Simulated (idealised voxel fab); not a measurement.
process module | voxel transistor to metal
cross-section cut | 175 nm wide | cells 5 nm
A cross-section is a grid of square cells, given in bands from the top down. A band is one or more rows of cells.
Each band's line starts with the height of the band's top and of its bottom, in nm. Then come its materials from left to right, each with its width in nm. One material with "throughout" fills the band from edge to edge. "air" is empty space.
Height 0 is the level under which the wafer as received is all one material. The lowest band goes on downwards, as in "0 down".
A width such as "30 to 40" changes by the same amount from each row of cells to the next, from the band's top row to its bottom row.
"no change" after a step means that no cell of the cross-section changed.
closed voids: empty space of 8 cells or more with no open way to the top, each as width x height at its distance from the left edge, in nm
after a step's settings: what the simulator itself notes on the step
overlay nm, on a step with a mask: how far to the right of its planned place the mask lay; to the left if negative
plan
1 op RECEIVE | material Si
2 op CONFORMAL_DEP | material SiO2 | thk nm 5
3 op CONFORMAL_DEP | material SiN | thk nm 10
4 op DIRECTIONAL_DEP | material aC | thk nm 10
5 op PATTERN | tone cover | mask id ACTIVE | material resist | width nm 110 | thk nm 30 | overlay nm 0
6 op DIRECTIONAL_ETCH | etch materials aC | depth nm 10
7 op STRIP | etch materials resist
8 op DIRECTIONAL_ETCH | etch materials SiN | depth nm 10
9 op DIRECTIONAL_ETCH | etch materials SiO2 | depth nm 5
10 op DIRECTIONAL_ETCH | etch materials Si | depth nm 35
11 op STRIP | etch materials aC
12 op OXIDIZE | depth nm 5
13 op FILL_DEP | material SiO2 | thk nm 5
14 op CMP | height nm 15
15 op SELECTIVE_ETCH | etch materials SiO2 | depth nm 5
16 op STRIP | etch materials SiN
17 op SELECTIVE_ETCH | etch materials SiO2 | depth nm 5
18 op OXIDIZE | depth nm 5
19 op DIRECTIONAL_DEP | material polySi | thk nm 30
20 op DIRECTIONAL_DEP | material SiCN | thk nm 15
21 op DIRECTIONAL_DEP | material aC | thk nm 10
22 op PATTERN | tone cover | mask id GATE | material resist | width nm 20 | thk nm 25 | overlay nm 0
23 op DIRECTIONAL_ETCH | etch materials aC | depth nm 10
24 op STRIP | etch materials resist
25 op DIRECTIONAL_ETCH | etch materials SiCN | depth nm 25
26 op DIRECTIONAL_ETCH | etch materials polySi | depth nm 40
27 op STRIP | etch materials aC
28 op CONFORMAL_DEP | material SiO2 | thk nm 5
29 op DIRECTIONAL_ETCH | etch materials SiO2 | depth nm 5
30 op CONFORMAL_DEP | material SiN | thk nm 10
31 op DIRECTIONAL_ETCH | etch materials SiN | depth nm 10
32 op DIRECTIONAL_ETCH | etch materials SiO2 | depth nm 5
33 op DIRECTIONAL_ETCH | etch materials Si | depth nm 15
34 op EPI | material SiGe | thk nm 15
35 op FILL_DEP | material SiO2 | thk nm 10
36 op CMP | height nm 45
37 op DIRECTIONAL_DEP | material SiO2 | thk nm 10
38 op DIRECTIONAL_DEP | material aC | thk nm 15
39 op PATTERN | tone open | mask id CONTACT | material resist | width nm 30 | pitch nm 60 | thk nm 35 | overlay nm 0
40 op DIRECTIONAL_ETCH | etch materials aC | depth nm 15
41 op STRIP | etch materials resist
42 op DIRECTIONAL_ETCH | etch materials SiO2 | depth nm 45
43 op STRIP | etch materials aC
44 op CONFORMAL_DEP | material TiN | thk nm 5
45 op FILL_DEP | material W | thk nm 5
46 op CMP | height nm 55
47 op DIRECTIONAL_DEP | material TiN | thk nm 5
48 op DIRECTIONAL_DEP | material W | thk nm 25
49 op PATTERN | tone cover | mask id METAL_1 | material resist | width nm 20 | pitch nm 70 | thk nm 15 | overlay nm 0
50 op DIRECTIONAL_ETCH | etch materials W | depth nm 25
51 op DIRECTIONAL_ETCH | etch materials TiN | depth nm 5
52 op STRIP | etch materials resist
53 op CONFORMAL_DEP | material SiN | thk nm 5
54 op FILL_DEP | material lowk | thk nm 5
55 op CMP | height nm 85
56 op CONFORMAL_DEP | material SiCN | thk nm 5
57 op DIRECTIONAL_DEP | material lowk | thk nm 35
58 op MASKED_ETCH | tone open | mask id METAL_2 | width nm 20 | pitch nm 70 | etch materials lowk | depth nm 20 | overlay nm 0
59 op DIRECTIONAL_DEP | material aC | thk nm 15
60 op PATTERN | tone open | mask id METAL_2_HOLES | material resist | width nm 15 | pitch nm 70 | thk nm 35 | overlay nm 0
61 op DIRECTIONAL_ETCH | etch materials aC | depth nm 15
62 op STRIP | etch materials resist
63 op DIRECTIONAL_ETCH | etch materials lowk | depth nm 15
64 op DIRECTIONAL_ETCH | etch materials SiCN | depth nm 5
65 op STRIP | etch materials aC
66 op CONFORMAL_DEP | material TiN | thk nm 5
67 op FILL_DEP | material Ru | thk nm 5
68 op CMP | height nm 125
69 op CONFORMAL_DEP | material SiN | thk nm 5
first wafer, as planned
as received, after step 1
  0 down: Si throughout
  closed voids: none
after step 2
  5 to 0: SiO2 throughout
  below 0: unchanged
after step 3
  15 to 5: SiN throughout
  below 5: unchanged
after step 4
  25 to 15: aC throughout
  below 15: unchanged
after step 5
  55 to 25: air 30 | resist 110 | air 35
  below 25: unchanged
after step 6
  45 to 25: air 30 | resist 110 | air 35
  25 to 15: air 30 | aC 110 | air 35
  below 15: unchanged
after step 7
  25 to 15: air 30 | aC 110 | air 35
  below 15: unchanged
after step 8
  25 to 15: air 30 | aC 110 | air 35
  15 to 5: air 30 | SiN 110 | air 35
  below 5: unchanged
after step 9
  25 to 15: air 30 | aC 110 | air 35
  15 to 5: air 30 | SiN 110 | air 35
  5 to 0: air 30 | SiO2 110 | air 35
  below 0: unchanged
after step 10
  25 to 15: air 30 | aC 110 | air 35
  15 to 5: air 30 | SiN 110 | air 35
  5 to 0: air 30 | SiO2 110 | air 35
  0 to -35: air 30 | Si 110 | air 35
  below -35: unchanged
after step 11
  15 to 5: air 30 | SiN 110 | air 35
  below 5: unchanged
after step 12
  15 to 5: air 30 | SiN 110 | air 35
  5 to 0: air 30 | SiO2 110 | air 35
  0 to -35: air 30 | SiO2 5 | Si 100 | SiO2 5 | air 35
  -35 to -40: SiO2 35 | Si 100 | SiO2 40
  below -40: unchanged
after step 13
  20 to 15: SiO2 throughout
  15 to 5: SiO2 30 | SiN 110 | SiO2 35
  5 to 0: SiO2 throughout
  0 to -40: SiO2 35 | Si 100 | SiO2 40
  below -40: unchanged
after step 14
  15 to 5: SiO2 30 | SiN 110 | SiO2 35
  below 5: unchanged
after step 15
  15 to 10: air 30 | SiN 110 | air 35
  below 10: unchanged
after step 16
  10 to 5: SiO2 30 | air 110 | SiO2 35
  below 5: unchanged
after step 17
  5 to 0: SiO2 25 | air 120 | SiO2 30
  below 0: unchanged
after step 18
  5 to 0: SiO2 25 | air 120 | SiO2 30
  0 to -5: SiO2 throughout
  below -5: unchanged
after step 19
  35 to 30: polySi 25 | air 120 | polySi 30
  30 to 5: polySi throughout
  5 to 0: SiO2 25 | polySi 120 | SiO2 30
  below 0: unchanged
after step 20
  50 to 45: SiCN 25 | air 120 | SiCN 30
  45 to 35: SiCN throughout
  35 to 30: polySi 25 | SiCN 120 | polySi 30
  below 30: unchanged
after step 21
  60 to 55: aC 25 | air 120 | aC 30
  55 to 50: aC throughout
  50 to 45: SiCN 25 | aC 120 | SiCN 30
  below 45: unchanged
after step 22
  85 to 60: air 75 | resist 20 | air 80
  60 to 55: aC 25 | air 50 | resist 20 | air 50 | aC 30
  below 55: unchanged
after step 23
  75 to 55: air 75 | resist 20 | air 80
  55 to 50: air 75 | aC 20 | air 80
  50 to 45: SiCN 25 | air 50 | aC 20 | air 50 | SiCN 30
  below 45: unchanged
after step 24
  55 to 50: air 75 | aC 20 | air 80
  below 50: unchanged
after step 25
  55 to 45: air 75 | aC 20 | air 80
  45 to 35: air 75 | SiCN 20 | air 80
  35 to 30: polySi 25 | air 50 | SiCN 20 | air 50 | polySi 30
  below 30: unchanged
after step 26
  55 to 45: air 75 | aC 20 | air 80
  45 to 30: air 75 | SiCN 20 | air 80
  30 to 5: air 75 | polySi 20 | air 80
  5 to 0: SiO2 25 | air 50 | polySi 20 | air 50 | SiO2 30
  below 0: unchanged
after step 27
  45 to 30: air 75 | SiCN 20 | air 80
  below 30: unchanged
after step 28
  50 to 45: air 70 | SiO2 30 | air 75
  45 to 30: air 70 | SiO2 5 | SiCN 20 | SiO2 5 | air 75
  30 to 10: air 70 | SiO2 5 | polySi 20 | SiO2 5 | air 75
  10 to 5: SiO2 30 | air 40 | SiO2 5 | polySi 20 | SiO2 5 | air 40 | SiO2 35
  5 to 0: SiO2 75 | polySi 20 | SiO2 80
  below 0: unchanged
after step 29
  45 to 30: air 70 | SiO2 5 | SiCN 20 | SiO2 5 | air 75
  30 to 5: air 70 | SiO2 5 | polySi 20 | SiO2 5 | air 75
  5 to 0: SiO2 30 | air 40 | SiO2 5 | polySi 20 | SiO2 5 | air 40 | SiO2 35
  below 0: unchanged
after step 30
  55 to 45: air 60 | SiN 50 | air 65
  45 to 30: air 60 | SiN 10 | SiO2 5 | SiCN 20 | SiO2 5 | SiN 10 | air 65
  30 to 15: air 60 | SiN 10 | SiO2 5 | polySi 20 | SiO2 5 | SiN 10 | air 65
  15 to 10: SiN 40 | air 20 | SiN 10 | SiO2 5 | polySi 20 | SiO2 5 | SiN 10 | air 20 | SiN 45
  10 to 5: SiN 70 | SiO2 5 | polySi 20 | SiO2 5 | SiN 75
  5 to 0: SiO2 30 | SiN 40 | SiO2 5 | polySi 20 | SiO2 5 | SiN 40 | SiO2 35
  below 0: unchanged
after step 31
  45 to 30: air 60 | SiN 10 | SiO2 5 | SiCN 20 | SiO2 5 | SiN 10 | air 65
  30 to 5: air 60 | SiN 10 | SiO2 5 | polySi 20 | SiO2 5 | SiN 10 | air 65
  5 to 0: SiO2 30 | SiN 10 | air 20 | SiN 10 | SiO2 5 | polySi 20 | SiO2 5 | SiN 10 | air 20 | SiN 10 | SiO2 35
  below 0: unchanged
after step 32
  45 to 40: air 60 | SiN 10 | air 5 | SiCN 20 | air 5 | SiN 10 | air 65
  40 to 30: air 60 | SiN 10 | SiO2 5 | SiCN 20 | SiO2 5 | SiN 10 | air 65
  30 to 5: air 60 | SiN 10 | SiO2 5 | polySi 20 | SiO2 5 | SiN 10 | air 65
  5 to 0: air 30 | SiN 10 | air 20 | SiN 10 | SiO2 5 | polySi 20 | SiO2 5 | SiN 10 | air 20 | SiN 10 | air 35
  0 to -5: SiO2 40 | air 20 | SiO2 50 | air 20 | SiO2 45
  below -5: unchanged
after step 33
  45 to 40: air 60 | SiN 10 | air 5 | SiCN 20 | air 5 | SiN 10 | air 65
  40 to 30: air 60 | SiN 10 | SiO2 5 | SiCN 20 | SiO2 5 | SiN 10 | air 65
  30 to 5: air 60 | SiN 10 | SiO2 5 | polySi 20 | SiO2 5 | SiN 10 | air 65
  5 to 0: air 30 | SiN 10 | air 20 | SiN 10 | SiO2 5 | polySi 20 | SiO2 5 | SiN 10 | air 20 | SiN 10 | air 35
  0 to -5: SiO2 40 | air 20 | SiO2 50 | air 20 | SiO2 45
  -5 to -20: SiO2 35 | Si 5 | air 20 | Si 50 | air 20 | Si 5 | SiO2 40
  below -20: unchanged
after step 34
  45 to 40: air 60 | SiN 10 | air 5 | SiCN 20 | air 5 | SiN 10 | air 65
  40 to 30: air 60 | SiN 10 | SiO2 5 | SiCN 20 | SiO2 5 | SiN 10 | air 65
  30 to 10: air 60 | SiN 10 | SiO2 5 | polySi 20 | SiO2 5 | SiN 10 | air 65
  10 to 5: air 35 | SiGe 25 | SiN 10 | SiO2 5 | polySi 20 | SiO2 5 | SiN 10 | SiGe 25 | air 40
  5 to 0: air 30 | SiN 10 | SiGe 20 | SiN 10 | SiO2 5 | polySi 20 | SiO2 5 | SiN 10 | SiGe 20 | SiN 10 | air 35
  0 to -5: SiO2 40 | SiGe 20 | SiO2 50 | SiGe 20 | SiO2 45
  -5 to -20: SiO2 35 | Si 5 | SiGe 20 | Si 50 | SiGe 20 | Si 5 | SiO2 40
  below -20: unchanged
after step 35
  55 to 45: SiO2 throughout
  45 to 30: SiO2 60 | SiN 10 | SiO2 5 | SiCN 20 | SiO2 5 | SiN 10 | SiO2 65
  30 to 10: SiO2 60 | SiN 10 | SiO2 5 | polySi 20 | SiO2 5 | SiN 10 | SiO2 65
  10 to 5: SiO2 35 | SiGe 25 | SiN 10 | SiO2 5 | polySi 20 | SiO2 5 | SiN 10 | SiGe 25 | SiO2 40
  5 to 0: SiO2 30 | SiN 10 | SiGe 20 | SiN 10 | SiO2 5 | polySi 20 | SiO2 5 | SiN 10 | SiGe 20 | SiN 10 | SiO2 35
  below 0: unchanged
after step 36
  45 to 30: SiO2 60 | SiN 10 | SiO2 5 | SiCN 20 | SiO2 5 | SiN 10 | SiO2 65
  below 30: unchanged
after step 37
  55 to 45: SiO2 throughout
  below 45: unchanged
after step 38
  70 to 55: aC throughout
  below 55: unchanged
after step 39
  105 to 70: resist 40 | air 30 | resist 30 | air 30 | resist 45
  below 70: unchanged
after step 40
  90 to 70: resist 40 | air 30 | resist 30 | air 30 | resist 45
  70 to 55: aC 40 | air 30 | aC 30 | air 30 | aC 45
  below 55: unchanged
after step 41
  70 to 55: aC 40 | air 30 | aC 30 | air 30 | aC 45
  below 55: unchanged
after step 42
  70 to 55: aC 40 | air 30 | aC 30 | air 30 | aC 45
  55 to 45: SiO2 40 | air 30 | SiO2 30 | air 30 | SiO2 45
  45 to 30: SiO2 40 | air 20 | SiN 10 | SiO2 5 | SiCN 20 | SiO2 5 | SiN 10 | air 20 | SiO2 45
  30 to 10: SiO2 40 | air 20 | SiN 10 | SiO2 5 | polySi 20 | SiO2 5 | SiN 10 | air 20 | SiO2 45
  below 10: unchanged
after step 43
  55 to 45: SiO2 40 | air 30 | SiO2 30 | air 30 | SiO2 45
  below 45: unchanged
after step 44
  60 to 55: TiN 45 | air 20 | TiN 40 | air 20 | TiN 50
  55 to 45: SiO2 40 | TiN 5 | air 20 to 10 | TiN 5 to 15 | SiO2 30 | TiN 5 to 15 | air 20 to 10 | TiN 5 | SiO2 45
  45 to 30: SiO2 40 | TiN 5 | air 10 | TiN 5 | SiN 10 | SiO2 5 | SiCN 20 | SiO2 5 | SiN 10 | TiN 5 | air 10 | TiN 5 | SiO2 45
  30 to 15: SiO2 40 | TiN 5 | air 10 | TiN 5 | SiN 10 | SiO2 5 | polySi 20 | SiO2 5 | SiN 10 | TiN 5 | air 10 | TiN 5 | SiO2 45
  15 to 10: SiO2 40 | TiN 20 | SiN 10 | SiO2 5 | polySi 20 | SiO2 5 | SiN 10 | TiN 20 | SiO2 45
  below 10: unchanged
after step 45
  65 to 60: W throughout
  60 to 55: TiN 45 | W 20 | TiN 40 | W 20 | TiN 50
  55 to 45: SiO2 40 | TiN 5 | W 20 to 10 | TiN 5 to 15 | SiO2 30 | TiN 5 to 15 | W 20 to 10 | TiN 5 | SiO2 45
  45 to 30: SiO2 40 | TiN 5 | W 10 | TiN 5 | SiN 10 | SiO2 5 | SiCN 20 | SiO2 5 | SiN 10 | TiN 5 | W 10 | TiN 5 | SiO2 45
  30 to 15: SiO2 40 | TiN 5 | W 10 | TiN 5 | SiN 10 | SiO2 5 | polySi 20 | SiO2 5 | SiN 10 | TiN 5 | W 10 | TiN 5 | SiO2 45
  below 15: unchanged
after step 46
  55 to 45: SiO2 40 | TiN 5 | W 20 to 10 | TiN 5 to 15 | SiO2 30 | TiN 5 to 15 | W 20 to 10 | TiN 5 | SiO2 45
  below 45: unchanged
after step 47
  60 to 55: TiN throughout
  below 55: unchanged
after step 48
  85 to 60: W throughout
  below 60: unchanged
after step 49
  100 to 85: air 40 | resist 20 | air 50 | resist 20 | air 45
  below 85: unchanged
after step 50
  100 to 85: air 40 | resist 20 | air 50 | resist 20 | air 45
  85 to 60: air 40 | W 20 | air 50 | W 20 | air 45
  below 60: unchanged
after step 51
  100 to 85: air 40 | resist 20 | air 50 | resist 20 | air 45
  85 to 60: air 40 | W 20 | air 50 | W 20 | air 45
  60 to 55: air 40 | TiN 20 | air 50 | TiN 20 | air 45
  below 55: unchanged
after step 52
  85 to 60: air 40 | W 20 | air 50 | W 20 | air 45
  below 60: unchanged
after step 53
  90 to 85: air 35 | SiN 30 | air 40 | SiN 30 | air 40
  85 to 60: air 35 | SiN 5 | W 20 | SiN 5 | air 40 | SiN 5 | W 20 | SiN 5 | air 40
  60 to 55: SiN 40 | TiN 20 | SiN 50 | TiN 20 | SiN 45
  below 55: unchanged
after step 54
  95 to 90: lowk throughout
  90 to 85: lowk 35 | SiN 30 | lowk 40 | SiN 30 | lowk 40
  85 to 60: lowk 35 | SiN 5 | W 20 | SiN 5 | lowk 40 | SiN 5 | W 20 | SiN 5 | lowk 40
  below 60: unchanged
after step 55
  85 to 60: lowk 35 | SiN 5 | W 20 | SiN 5 | lowk 40 | SiN 5 | W 20 | SiN 5 | lowk 40
  below 60: unchanged
after step 56
  90 to 85: SiCN throughout
  below 85: unchanged
after step 57
  125 to 90: lowk throughout
  below 90: unchanged
after step 58
  125 to 105: lowk 40 | air 20 | lowk 50 | air 20 | lowk 45
  below 105: unchanged
after step 59
  140 to 125: aC 40 | air 20 | aC 50 | air 20 | aC 45
  125 to 120: lowk 40 | air 20 | lowk 50 | air 20 | lowk 45
  120 to 105: lowk 40 | aC 20 | lowk 50 | aC 20 | lowk 45
  below 105: unchanged
after step 60
  175 to 140: resist 40 | air 15 | resist 55 | air 15 | resist 50
  140 to 125: aC 40 | air 15 | resist 5 | aC 50 | air 15 | resist 5 | aC 45
  125 to 120: lowk 40 | air 15 | resist 5 | lowk 50 | air 15 | resist 5 | lowk 45
  below 120: unchanged
after step 61
  160 to 140: resist 40 | air 15 | resist 55 | air 15 | resist 50
  140 to 125: aC 40 | air 15 | resist 5 | aC 50 | air 15 | resist 5 | aC 45
  125 to 120: lowk 40 | air 15 | resist 5 | lowk 50 | air 15 | resist 5 | lowk 45
  120 to 105: lowk 40 | air 15 | aC 5 | lowk 50 | air 15 | aC 5 | lowk 45
  below 105: unchanged
after step 62
  140 to 125: aC 40 | air 20 | aC 50 | air 20 | aC 45
  125 to 120: lowk 40 | air 20 | lowk 50 | air 20 | lowk 45
  below 120: unchanged
after step 63
  140 to 125: aC 40 | air 20 | aC 50 | air 20 | aC 45
  125 to 120: lowk 40 | air 20 | lowk 50 | air 20 | lowk 45
  120 to 105: lowk 40 | air 15 | aC 5 | lowk 50 | air 15 | aC 5 | lowk 45
  105 to 90: lowk 40 | air 15 | lowk 55 | air 15 | lowk 50
  below 90: unchanged
after step 64
  140 to 125: aC 40 | air 20 | aC 50 | air 20 | aC 45
  125 to 120: lowk 40 | air 20 | lowk 50 | air 20 | lowk 45
  120 to 105: lowk 40 | air 15 | aC 5 | lowk 50 | air 15 | aC 5 | lowk 45
  105 to 90: lowk 40 | air 15 | lowk 55 | air 15 | lowk 50
  90 to 85: SiCN 40 | air 15 | SiCN 55 | air 15 | SiCN 50
  below 85: unchanged
after step 65
  125 to 105: lowk 40 | air 20 | lowk 50 | air 20 | lowk 45
  below 105: unchanged
after step 66
  130 to 125: TiN 45 | air 10 | TiN 60 | air 10 | TiN 50
  125 to 110: lowk 40 | TiN 5 | air 10 | TiN 5 | lowk 50 | TiN 5 | air 10 | TiN 5 | lowk 45
  110 to 105: lowk 40 | TiN 5 | air 5 | TiN 10 | lowk 50 | TiN 5 | air 5 | TiN 10 | lowk 45
  105 to 90: lowk 40 | TiN 5 | air 5 | TiN 5 | lowk 55 | TiN 5 | air 5 | TiN 5 | lowk 50
  90 to 85: SiCN 40 | TiN 15 | SiCN 55 | TiN 15 | SiCN 50
  below 85: unchanged
after step 67
  135 to 130: Ru throughout
  130 to 125: TiN 45 | Ru 10 | TiN 60 | Ru 10 | TiN 50
  125 to 110: lowk 40 | TiN 5 | Ru 10 | TiN 5 | lowk 50 | TiN 5 | Ru 10 | TiN 5 | lowk 45
  110 to 105: lowk 40 | TiN 5 | Ru 5 | TiN 10 | lowk 50 | TiN 5 | Ru 5 | TiN 10 | lowk 45
  105 to 90: lowk 40 | TiN 5 | Ru 5 | TiN 5 | lowk 55 | TiN 5 | Ru 5 | TiN 5 | lowk 50
  below 90: unchanged
after step 68
  125 to 110: lowk 40 | TiN 5 | Ru 10 | TiN 5 | lowk 50 | TiN 5 | Ru 10 | TiN 5 | lowk 45
  below 110: unchanged
after step 69
  130 to 125: SiN throughout
  below 125: unchanged
second wafer: like start, like plan, one mistake. Through step 57 it matches the first wafer
when step 58 should have ended
  125 to 105: lowk 45 | air 20 | lowk 50 | air 20 | lowk 40
  below 105: unchanged
when step 59 should have ended
  140 to 125: aC 45 | air 20 | aC 50 | air 20 | aC 40
  125 to 120: lowk 45 | air 20 | lowk 50 | air 20 | lowk 40
  120 to 105: lowk 45 | aC 20 | lowk 50 | aC 20 | lowk 40
  below 105: unchanged
when step 60 should have ended
  175 to 140: resist 40 | air 15 | resist 55 | air 15 | resist 50
  140 to 125: aC 45 | air 10 | resist 10 | aC 50 | air 10 | resist 10 | aC 40
  125 to 120: lowk 45 | air 10 | resist 10 | lowk 50 | air 10 | resist 10 | lowk 40
  below 120: unchanged
when step 61 should have ended
  160 to 140: resist 40 | air 15 | resist 55 | air 15 | resist 50
  140 to 125: aC 40 | air 15 | resist 10 | aC 45 | air 15 | resist 10 | aC 40
  125 to 120: lowk 45 | air 10 | resist 10 | lowk 50 | air 10 | resist 10 | lowk 40
  120 to 105: lowk 45 | air 10 | aC 10 | lowk 50 | air 10 | aC 10 | lowk 40
  below 105: unchanged
when step 62 should have ended
  140 to 125: aC 40 | air 25 | aC 45 | air 25 | aC 40
  125 to 120: lowk 45 | air 20 | lowk 50 | air 20 | lowk 40
  below 120: unchanged
when step 63 should have ended
  140 to 125: aC 40 | air 25 | aC 45 | air 25 | aC 40
  125 to 120: lowk 40 | air 25 | lowk 45 | air 25 | lowk 40
  120 to 110: lowk 40 | air 15 | aC 10 | lowk 45 | air 15 | aC 10 | lowk 40
  110 to 105: lowk 45 | air 10 | aC 10 | lowk 50 | air 10 | aC 10 | lowk 40
  105 to 90: lowk 45 | air 10 | lowk 60 | air 10 | lowk 50
  below 90: unchanged
when step 64 should have ended
  140 to 125: aC 40 | air 25 | aC 45 | air 25 | aC 40
  125 to 120: lowk 40 | air 25 | lowk 45 | air 25 | lowk 40
  120 to 110: lowk 40 | air 15 | aC 10 | lowk 45 | air 15 | aC 10 | lowk 40
  110 to 105: lowk 45 | air 10 | aC 10 | lowk 50 | air 10 | aC 10 | lowk 40
  105 to 90: lowk 45 | air 10 | lowk 60 | air 10 | lowk 50
  90 to 85: SiCN 45 | air 10 | SiCN 60 | air 10 | SiCN 50
  below 85: unchanged
when step 65 should have ended
  125 to 110: lowk 40 | air 25 | lowk 45 | air 25 | lowk 40
  110 to 105: lowk 45 | air 20 | lowk 50 | air 20 | lowk 40
  below 105: unchanged
when step 66 should have ended
  130 to 125: TiN 45 | air 15 | TiN 55 | air 15 | TiN 45
  125 to 115: lowk 40 | TiN 5 | air 15 | TiN 5 | lowk 45 | TiN 5 | air 15 | TiN 5 | lowk 40
  115 to 110: lowk 40 | TiN 10 | air 10 | TiN 5 | lowk 45 | TiN 10 | air 10 | TiN 5 | lowk 40
  110 to 105: lowk 45 | TiN 20 | lowk 50 | TiN 20 | lowk 40
  105 to 90: lowk 45 | TiN 10 | lowk 60 | TiN 10 | lowk 50
  90 to 85: SiCN 45 | TiN 10 | SiCN 60 | TiN 10 | SiCN 50
  below 85: unchanged
when step 67 should have ended
  135 to 130: Ru throughout
  130 to 125: TiN 45 | Ru 15 | TiN 55 | Ru 15 | TiN 45
  125 to 115: lowk 40 | TiN 5 | Ru 15 | TiN 5 | lowk 45 | TiN 5 | Ru 15 | TiN 5 | lowk 40
  115 to 110: lowk 40 | TiN 10 | Ru 10 | TiN 5 | lowk 45 | TiN 10 | Ru 10 | TiN 5 | lowk 40
  below 110: unchanged
when step 68 should have ended
  125 to 115: lowk 40 | TiN 5 | Ru 15 | TiN 5 | lowk 45 | TiN 5 | Ru 15 | TiN 5 | lowk 40
  below 115: unchanged
when step 69 should have ended
  130 to 125: SiN throughout
  below 125: unchanged
what went wrong: step 58 ran as: op MASKED_ETCH | tone open | mask id METAL_2 | width nm 20 | pitch nm 70 | etch materials lowk | depth nm 20 | overlay nm 5
at the end the second wafer has, in cells: 4 fewer of Ru | 2 more of SiCN | 2 more of TiN
